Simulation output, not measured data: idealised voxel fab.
This section sets out a process module, namely voxel self aligned vias.
Pictured: cross-section cut, 245 nm wide, on a grid of 5 nm square cells.
In what follows, cross-sections appear as grids of square cells, described through bands that run from the top down, where every band is one or more rows of cells.
Band entry format. Leading values: height of top, height of bottom, nm. Remainder: materials in left-to-right order, each with its width in nm. Special words: "edge to edge" on a single material, which then fills the band edge to edge; "empty", empty space.
It should be noted that heights are counted from 0, beneath which the wafer as supplied is of one material throughout, and that the lowest band possesses no lower boundary but continues downward, as written in "from 0 down".
Graded width ("30->40"): value in top row of band = first number; value in bottom row = second number; row-to-row change constant.
When a step is marked "no modifications", none of the cells in the cross-section changed during that step.
Empty spaces counting at least 8 cells and having no open way to the top are listed in "Closed-off voids". The notation width x height at distance is used for each, the distance being from the left edge and all three values in nm.
Anything after a step's settings on that line? It's the simulator's own note about the step.
"overlay nm" on a masked step: distance the mask lay right of its planned place, negative for left.

# Process steps foreseen in the plan
1 RECEIVE [material Si]
2 CONFORMAL_DEP [material SiO2] [thk nm 15]
3 CONFORMAL_DEP [material SiCN] [thk nm 5]
4 DIRECTIONAL_DEP [material SiO2] [thk nm 25]
5 MASKED_ETCH [tone open] [mask id LINES] [width nm 25] [pitch nm 65] [etch materials SiO2] [depth nm 25] [overlay nm 0]
6 CONFORMAL_DEP [material TiN] [thk nm 5]
7 FILL_DEP [material Ru] [thk nm 5]
8 CMP [height nm 45]
9 SELECTIVE_ETCH [etch materials W Ru TiN] [depth nm 5]
10 FILL_DEP [material SiN] [thk nm 5]
11 CMP [height nm 45]
12 DIRECTIONAL_DEP [material SiO2] [thk nm 15]
13 DIRECTIONAL_DEP [material aC] [thk nm 10]
14 PATTERN [tone open] [mask id VIAS] [material resist] [width nm 45] [pitch nm 130] [thk nm 25] [overlay nm 0]
15 DIRECTIONAL_ETCH [etch materials aC] [depth nm 10]
16 STRIP [etch materials resist]
17 DIRECTIONAL_ETCH [etch materials SiO2] [depth nm 15]
18 DIRECTIONAL_ETCH [etch materials SiN] [depth nm 5]
19 STRIP [etch materials aC]
20 CONFORMAL_DEP [material TiN] [thk nm 5]
21 FILL_DEP [material Ru] [thk nm 10]
22 CMP [height nm 60]
23 CONFORMAL_DEP [material SiN] [thk nm 5]

# Cross-section: wafer on arrival = after step 1
  from 0 down | Si edge to edge
  Closed-off voids: none

# The following cross-section depicts the wafer upon conclusion of the module. Processing commenced from the starting condition illustrated above and adhered to the plan illustrated above, save for one mistake in execution
  from 65 to 60 | SiN edge to edge
  from 60 to 50 | SiO2 35 nm, then TiN 5 nm, then Ru 35 nm, then TiN 5 nm, then SiO2 85 nm, then TiN 5 nm, then Ru 35 nm, then TiN 5 nm, then SiO2 35 nm
  from 50 to 45 | SiO2 35 nm, then TiN 15 nm, then Ru 20 nm, then TiN 10 nm, then SiO2 85 nm, then TiN 15 nm, then Ru 20 nm, then TiN 10 nm, then SiO2 35 nm
  from 45 to 40 | SiO2 45 nm, then TiN 30 nm, then SiO2 35 nm, then SiN 30 nm, then SiO2 35 nm, then TiN 30 nm, then SiO2 40 nm
  from 40 to 25 | SiO2 45 nm, then TiN 5 nm, then Ru 20 nm, then TiN 5 nm, then SiO2 35 nm, then TiN 5 nm, then Ru 20 nm, then TiN 5 nm, then SiO2 35 nm, then TiN 5 nm, then Ru 20 nm, then TiN 5 nm, then SiO2 40 nm
  from 25 to 20 | SiO2 45 nm, then TiN 30 nm, then SiO2 35 nm, then TiN 30 nm, then SiO2 35 nm, then TiN 30 nm, then SiO2 40 nm
  from 20 to 15 | SiCN edge to edge
  from 15 to 0 | SiO2 edge to edge
  from 0 down | Si edge to edge
  Closed-off voids: none
What was done differently from what was planned? off-plan run, step 5, actual operation and settings MASKED_ETCH [tone open] [mask id LINES] [width nm 30] [pitch nm 65] [etch materials SiO2] [depth nm 25] [overlay nm 0]
